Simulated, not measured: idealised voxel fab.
process module | voxel fin reveal
cross-section cut | 245 nm wide | cells 5 nm
A cross-section is a grid of square cells, given in bands from the top down. A band is one or more rows of cells.
Each band's line starts with the height of the band's top and of its bottom, in nm. Then come its materials from left to right, each with its width in nm. One material with "throughout" fills the band from edge to edge. "air" is empty space.
Height 0 is the level under which the wafer as received is all one material. The lowest band goes on downwards, as in "0 down".
A width such as "30 to 40" changes by the same amount from each row of cells to the next, from the band's top row to its bottom row.
"no change" after a step means that no cell of the cross-section changed.
closed voids: empty space of 8 cells or more with no open way to the top, each as width x height at its distance from the left edge, in nm
after a step's settings: what the simulator itself notes on the step
overlay nm, on a step with a mask: how far to the right of its planned place the mask lay; to the left if negative
plan
1 op RECEIVE | material Si
2 op CONFORMAL_DEP | material SiN | thk nm 5
3 op DIRECTIONAL_DEP | material aC | thk nm 10
4 op PATTERN | tone cover | mask id FINS | material resist | width nm 15 | pitch nm 40 | thk nm 25 | overlay nm 0
5 op DIRECTIONAL_ETCH | etch materials aC | depth nm 10
6 op STRIP | etch materials resist
7 op DIRECTIONAL_ETCH | etch materials SiN | depth nm 5
8 op DIRECTIONAL_ETCH | etch materials Si | depth nm 35
9 op STRIP | etch materials aC
10 op OXIDIZE | depth nm 5
11 op FILL_DEP | material SiO2 | thk nm 5
12 op CMP | height nm 5
13 op SELECTIVE_ETCH | etch materials SiO2 | depth nm 30
14 op STRIP | etch materials SiN
as received, after step 1
  0 down: Si throughout
  closed voids: none
a wafer at the end: this start, this plan, one mistake
  5 to 0: air 75 | SiN 15 | air 25 | SiN 15 | air 25 | SiN 15 | air 75
  0 to -40: air 80 | Si 5 | air 35 | Si 5 | air 35 | Si 5 | air 80
  -40 down: Si throughout
  closed voids: none
what went wrong: step 14 ran as: op STRIP | etch materials SiO2
